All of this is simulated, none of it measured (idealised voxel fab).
process module | voxel released beams
cross-section cut | 285 nm wide | cells 5 nm
A cross-section is a grid of square cells, given in bands from the top down. A band is one or more rows of cells.
Each band's line starts with the height of the band's top and of its bottom, in nm. Then come its materials from left to right, each with its width in nm. One material with "throughout" fills the band from edge to edge. "air" is empty space.
Height 0 is the level under which the wafer as received is all one material. The lowest band goes on downwards, as in "0 down".
A width such as "30 to 40" changes by the same amount from each row of cells to the next, from the band's top row to its bottom row.
"no change" after a step means that no cell of the cross-section changed.
closed voids: empty space of 8 cells or more with no open way to the top, each as width x height at its distance from the left edge, in nm
after a step's settings: what the simulator itself notes on the step
overlay nm, on a step with a mask: how far to the right of its planned place the mask lay; to the left if negative
plan
1 op RECEIVE | material Si
2 op CONFORMAL_DEP | material SiN | thk nm 5
3 op DIRECTIONAL_DEP | material SiO2 | thk nm 20
4 op MASKED_ETCH | tone open | mask id ANCHOR | width nm 45 | etch materials SiO2 | depth nm 20 | overlay nm 0
5 op CONFORMAL_DEP | material polySi | thk nm 15
6 op DIRECTIONAL_DEP | material aC | thk nm 10
7 op PATTERN | tone cover | mask id BEAM | material resist | width nm 95 | thk nm 30 | overlay nm 0
8 op DIRECTIONAL_ETCH | etch materials aC | depth nm 10
9 op STRIP | etch materials resist
10 op DIRECTIONAL_ETCH | etch materials polySi | depth nm 15
11 op STRIP | etch materials aC
12 op STRIP | etch materials SiO2
first wafer, as planned
as received, after step 1
  0 down: Si throughout
  closed voids: none
after step 2
  5 to 0: SiN throughout
  below 0: unchanged
after step 3
  25 to 5: SiO2 throughout
  below 5: unchanged
after step 4
  25 to 5: SiO2 95 | air 45 | SiO2 145
  below 5: unchanged
after step 5
  40 to 25: polySi 110 | air 15 | polySi 160
  25 to 20: SiO2 95 | polySi 15 | air 15 | polySi 15 | SiO2 145
  20 to 5: SiO2 95 | polySi 45 | SiO2 145
  below 5: unchanged
after step 6
  50 to 40: aC 110 | air 15 | aC 160
  40 to 30: polySi 110 | air 15 | polySi 160
  30 to 25: polySi 110 | aC 15 | polySi 160
  25 to 20: SiO2 95 | polySi 15 | aC 15 | polySi 15 | SiO2 145
  below 20: unchanged
after step 7
  80 to 50: air 90 | resist 95 | air 100
  50 to 40: aC 110 | resist 15 | aC 160
  40 to 30: polySi 110 | resist 15 | polySi 160
  below 30: unchanged
after step 8
  70 to 50: air 90 | resist 95 | air 100
  50 to 40: air 90 | aC 20 | resist 15 | aC 60 | air 100
  below 40: unchanged
after step 9
  50 to 40: air 90 | aC 20 | air 15 | aC 60 | air 100
  40 to 30: polySi 110 | air 15 | polySi 160
  below 30: unchanged
after step 10
  50 to 40: air 90 | aC 20 | air 15 | aC 60 | air 100
  40 to 30: air 90 | polySi 20 | air 15 | polySi 60 | air 100
  30 to 25: air 90 | polySi 20 | aC 15 | polySi 60 | air 100
  below 25: unchanged
after step 11
  40 to 25: air 90 | polySi 20 | air 15 | polySi 60 | air 100
  25 to 20: SiO2 95 | polySi 15 | air 15 | polySi 15 | SiO2 145
  below 20: unchanged
after step 12
  40 to 25: air 90 | polySi 20 | air 15 | polySi 60 | air 100
  25 to 20: air 95 | polySi 15 | air 15 | polySi 15 | air 145
  20 to 5: air 95 | polySi 45 | air 145
  below 5: unchanged
second wafer: like start, like plan, one mistake. Through step 3 it matches the first wafer
when step 4 should have ended
  25 to 5: SiO2 100 | air 40 | SiO2 145
  below 5: unchanged
when step 5 should have ended
  40 to 25: polySi 115 | air 10 | polySi 160
  25 to 20: SiO2 100 | polySi 15 | air 10 | polySi 15 | SiO2 145
  20 to 5: SiO2 100 | polySi 40 | SiO2 145
  below 5: unchanged
when step 6 should have ended
  50 to 40: aC 115 | air 10 | aC 160
  40 to 30: polySi 115 | air 10 | polySi 160
  30 to 25: polySi 115 | aC 10 | polySi 160
  25 to 20: SiO2 100 | polySi 15 | aC 10 | polySi 15 | SiO2 145
  below 20: unchanged
when step 7 should have ended
  80 to 50: air 90 | resist 95 | air 100
  50 to 40: aC 115 | resist 10 | aC 160
  40 to 30: polySi 115 | resist 10 | polySi 160
  below 30: unchanged
when step 8 should have ended
  70 to 50: air 90 | resist 95 | air 100
  50 to 40: air 90 | aC 25 | resist 10 | aC 60 | air 100
  below 40: unchanged
when step 9 should have ended
  50 to 40: air 90 | aC 25 | air 10 | aC 60 | air 100
  40 to 30: polySi 115 | air 10 | polySi 160
  below 30: unchanged
when step 10 should have ended
  50 to 40: air 90 | aC 25 | air 10 | aC 60 | air 100
  40 to 30: air 90 | polySi 25 | air 10 | polySi 60 | air 100
  30 to 25: air 90 | polySi 25 | aC 10 | polySi 60 | air 100
  below 25: unchanged
when step 11 should have ended
  40 to 25: air 90 | polySi 25 | air 10 | polySi 60 | air 100
  25 to 20: SiO2 100 | polySi 15 | air 10 | polySi 15 | SiO2 145
  below 20: unchanged
when step 12 should have ended
  40 to 25: air 90 | polySi 25 | air 10 | polySi 60 | air 100
  25 to 20: air 100 | polySi 15 | air 10 | polySi 15 | air 145
  20 to 5: air 100 | polySi 40 | air 145
  below 5: unchanged
what went wrong: step 4 ran as: op MASKED_ETCH | tone open | mask id ANCHOR | width nm 40 | etch materials SiO2 | depth nm 20 | overlay nm 0
at the end the second wafer has, in cells: as many of each material as the first, in other places
